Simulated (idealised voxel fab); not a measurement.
voxel plated lines: a process module
Pictured: cross-section cut, 295 nm wide, on a grid of 5 nm square cells.
Throughout this document, each cross-section is represented as a grid of square cells and is presented as a sequence of bands enumerated from the top downward, where a band comprises one or more rows of cells. Top height, bottom height, nm. Materials left to right, width each, nm. Single material + "all across" = fills band edge to edge. "empty" = empty. Height datum 0, below which the as-received substrate wafer is one material. Lowest band open at the bottom, running downward: "0 down". A width such as "30->40" changes by the same amount from each row of cells to the next, from the band's top row to its bottom row. "no modifications" (step): cross-section cells unchanged, all of them. Each empty space that has no open way to the top and spans at least 8 cells appears under "Closed internal voids" as width x height at distance, the distance counted from the left edge, all in nm. Read whatever lies past the settings on a step's line as the simulator's own remark about the step. A step's line can hold "overlay nm"; with a mask on that step, the setting says how far right of the planned place the mask lay, while a negative setting says it lay to the left.

[Process steps (planned)]
step 1: RECEIVE: material Si
step 2: CONFORMAL_DEP: material SiN, thk nm 5
step 3: DIRECTIONAL_DEP: material TiN, thk nm 5
step 4: PATTERN: tone open, mask id LINES, material resist, width nm 15, pitch nm 40, thk nm 40, overlay nm 0
step 5: EPI: material Ru, thk nm 10
step 6: EPI: material Ru, thk nm 5
step 7: EPI: material Ru, thk nm 5
step 8: STRIP: etch materials resist
step 9: DIRECTIONAL_ETCH: etch materials TiN, depth nm 5
step 10: CONFORMAL_DEP: material SiN, thk nm 10
Be aware that, although all wafers share a common starting state, the width nm at step 4 differs among them, and the plan displays the first wafer's value.

[Cross-sectional view of the first of several wafers in the as-received condition, corresponding to the state following step 1]
0 down = Si all across
Closed internal voids: none

[Depicted here is the first of several wafers in cross-section, at module completion following the last step, step 10]
40 to 30 = empty (90) | SiN (35) | empty (5) | SiN (35) | empty (5) | SiN (35) | empty (90)
30 to 15 = empty (90) | SiN (10) | Ru (15) | SiN (10) | empty (5) | SiN (10) | Ru (15) | SiN (10) | empty (5) | SiN (10) | Ru (15) | SiN (10) | empty (90)
15 to 10 = SiN (100) | Ru (15) | SiN (25) | Ru (15) | SiN (25) | Ru (15) | SiN (100)
10 to 5 = SiN (100) | TiN (15) | SiN (25) | TiN (15) | SiN (25) | TiN (15) | SiN (100)
5 to 0 = SiN all across
0 down = Si all across
Closed internal voids: none

[The module's end: a cross-section of the last wafer]
40 to 30 = empty (85) | SiN (125) | empty (85)
30 to 15 = empty (85) | SiN (10) | Ru (25) | SiN (15) | Ru (25) | SiN (15) | Ru (25) | SiN (10) | empty (85)
15 to 10 = SiN (95) | Ru (25) | SiN (15) | Ru (25) | SiN (15) | Ru (25) | SiN (95)
10 to 5 = SiN (95) | TiN (25) | SiN (15) | TiN (25) | SiN (15) | TiN (25) | SiN (95)
5 to 0 = SiN all across
0 down = Si all across
Closed internal voids: none

[What follows is a table in which each wafer occupies a row; for the wafer as it stands at the close of the module, the row states, material by material, how many cells have been gained (+) or lost (-) since receipt, and then gives its closed voids]
width nm 15; +36 Ru; +237 SiN; +9 TiN; Closed internal voids: none
width nm 20; +48 Ru; +237 SiN; +12 TiN; Closed internal voids: none
width nm 25; +60 Ru; +227 SiN; +15 TiN; Closed internal voids: none
